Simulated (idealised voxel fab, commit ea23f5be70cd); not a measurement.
Title: Process Module voxel transistor to metal
Each square cell in cross-section cut measures 5 nm, and the section as a whole is 270 nm wide.
For the purposes of this document, a cross-section shall be understood as a grid of square cells, specified as bands listed in top-to-bottom order, each band consisting of one or more rows of cells.
Band entry format. Leading values: height of top, height of bottom, nm. Remainder: materials in left-to-right order, each with its width in nm. Special words: "throughout" on a single material, which then fills the band edge to edge; "air", empty space.
The level at which height equals 0 is the one under which the wafer, as it arrives, is entirely one material. No lower edge exists for the bottom band, which continues downward and is notated as in "0 -> down".
The width entry "30..40" should be interpreted row by row: the top row of cells in the band takes the first number, the bottom row takes the second number, and the change between adjacent rows is uniform throughout.
"no alteration" for a step: no cell of the cross-section changed in that step.
In "Enclosed cavities" the enclosed voids are listed, meaning empty spaces of 8 cells or larger without any opening to the top. The form is width x height at distance, distance from the left edge, units nm.
The remark found on a step's line after its settings is issued by the simulator itself and pertains to that step.
The "overlay nm" setting may appear on a step's line; for a step that uses a mask, it gives how far to the right of its planned position the mask lay, and a negative value indicates the left.

-- Process steps - plan
1,op RECEIVE | material Si
2,op OXIDIZE | depth nm 5
3,op CONFORMAL_DEP | material SiN | thk nm 10
4,op MASKED_ETCH | tone cover | mask id ACTIVE | width nm 110 | pitch nm 130 | etch materials SiN | depth nm 10 | overlay nm 0
5,op MASKED_ETCH | tone cover | mask id ACTIVE | width nm 110 | pitch nm 130 | etch materials SiO2 | depth nm 5 | overlay nm 0
6,op MASKED_ETCH | tone cover | mask id ACTIVE | width nm 110 | pitch nm 130 | etch materials Si | depth nm 20 | overlay nm 0
7,op FILL_DEP | material SiO2 | thk nm 5
8,op CMP | height nm 10
9,op SELECTIVE_ETCH | etch materials SiO2 | depth nm 5
10,op STRIP | etch materials SiN
11,op SELECTIVE_ETCH | etch materials SiO2 | depth nm 5
12,op OXIDIZE | depth nm 5
13,op DIRECTIONAL_DEP | material polySi | thk nm 25
14,op DIRECTIONAL_DEP | material SiCN | thk nm 10
15,op PATTERN | tone cover | mask id GATE | material resist | width nm 20 | pitch nm 130 | thk nm 20 | overlay nm 0
16,op DIRECTIONAL_ETCH | etch materials SiCN | depth nm 20
17,op DIRECTIONAL_ETCH | etch materials polySi | depth nm 35
18,op STRIP | etch materials resist
19,op CONFORMAL_DEP | material SiN | thk nm 5
20,op DIRECTIONAL_ETCH | etch materials SiN | depth nm 5
21,op DIRECTIONAL_ETCH | etch materials SiO2 | depth nm 5
22,op EPI | material SiGe | thk nm 5
23,op FILL_DEP | material SiO2 | thk nm 10
24,op CMP | height nm 30
25,op DIRECTIONAL_DEP | material SiO2 | thk nm 10
26,op PATTERN | tone open | mask id CONTACT | material resist | width nm 30 | thk nm 20 | overlay nm 0
27,op DIRECTIONAL_ETCH | etch materials SiO2 | depth nm 45
28,op STRIP | etch materials resist
29,op CONFORMAL_DEP | material TiN | thk nm 5
30,op FILL_DEP | material Ru | thk nm 10
31,op CMP | height nm 40
32,op DIRECTIONAL_DEP | material TiN | thk nm 5
33,op DIRECTIONAL_DEP | material W | thk nm 15
34,op PATTERN | tone cover | mask id METAL_1 | material resist | width nm 20 | thk nm 15 | overlay nm 0
35,op DIRECTIONAL_ETCH | etch materials W | depth nm 15
36,op DIRECTIONAL_ETCH | etch materials TiN | depth nm 5
37,op STRIP | etch materials resist
38,op CONFORMAL_DEP | material SiN | thk nm 5
39,op FILL_DEP | material SiO2 | thk nm 5
40,op CMP | height nm 60
41,op CONFORMAL_DEP | material SiN | thk nm 5

-- Cross-section of the wafer at receipt, which is the condition after step 1
  0 -> down | Si throughout
  Enclosed cavities: none

-- Here's the wafer cut in cross-section after the module, started and planned just like above, except one thing was done wrong in the run
  65 -> 60 | SiN throughout
  60 -> 45 | 20 nm SiO2 | 5 nm SiN | 20 nm W | 5 nm SiN | 40 nm SiO2 | 5 nm SiN | 20 nm W | 5 nm SiN | 30 nm SiO2 | 5 nm SiN | 20 nm W | 5 nm SiN | 40 nm SiO2 | 5 nm SiN | 20 nm W | 5 nm SiN | 20 nm SiO2
  45 -> 40 | 25 nm SiN | 20 nm TiN | 50 nm SiN | 20 nm TiN | 40 nm SiN | 20 nm TiN | 50 nm SiN | 20 nm TiN | 25 nm SiN
  40 -> 30 | 25 nm SiO2 | 5 nm TiN | 20 nm Ru | 5 nm TiN | 30 nm SiO2 | 5 nm TiN | 20 nm Ru | 5 nm TiN | 40 nm SiO2 | 5 nm TiN | 20 nm Ru | 5 nm TiN | 30 nm SiO2 | 5 nm TiN | 20 nm Ru | 5 nm TiN | 25 nm SiO2
  30 -> 20 | 25 nm SiO2 | 5 nm TiN | 20 nm Ru | 5 nm TiN | 5 nm SiN | 20 nm SiCN | 5 nm SiN | 5 nm TiN | 20 nm Ru | 5 nm TiN | 40 nm SiO2 | 5 nm TiN | 20 nm Ru | 5 nm TiN | 5 nm SiN | 20 nm SiCN | 5 nm SiN | 5 nm TiN | 20 nm Ru | 5 nm TiN | 25 nm SiO2
  20 -> 0 | 25 nm SiO2 | 5 nm TiN | 20 nm Ru | 5 nm TiN | 5 nm SiN | 20 nm polySi | 5 nm SiN | 5 nm TiN | 20 nm Ru | 5 nm TiN | 40 nm SiO2 | 5 nm TiN | 20 nm Ru | 5 nm TiN | 5 nm SiN | 20 nm polySi | 5 nm SiN | 5 nm TiN | 20 nm Ru | 5 nm TiN | 25 nm SiO2
  0 -> -5 | 10 nm SiO2 | 5 nm SiN | 10 nm SiO2 | 30 nm TiN | 5 nm SiN | 20 nm polySi | 5 nm SiN | 30 nm TiN | 10 nm SiO2 | 5 nm SiN | 10 nm SiO2 | 5 nm SiN | 10 nm SiO2 | 30 nm TiN | 5 nm SiN | 20 nm polySi | 5 nm SiN | 30 nm TiN | 10 nm SiO2 | 5 nm SiN | 10 nm SiO2
  -5 -> -10 | 15 nm SiO2 | 40 nm SiGe | 30 nm SiO2 | 40 nm SiGe | 20 nm SiO2 | 40 nm SiGe | 30 nm SiO2 | 40 nm SiGe | 15 nm SiO2
  -10 -> -45 | 15 nm SiO2 | 110 nm Si | 20 nm SiO2 | 110 nm Si | 15 nm SiO2
  -45 -> down | Si throughout
  Enclosed cavities: none
Misprocessing identified: step 6 of the plan was carried out twice
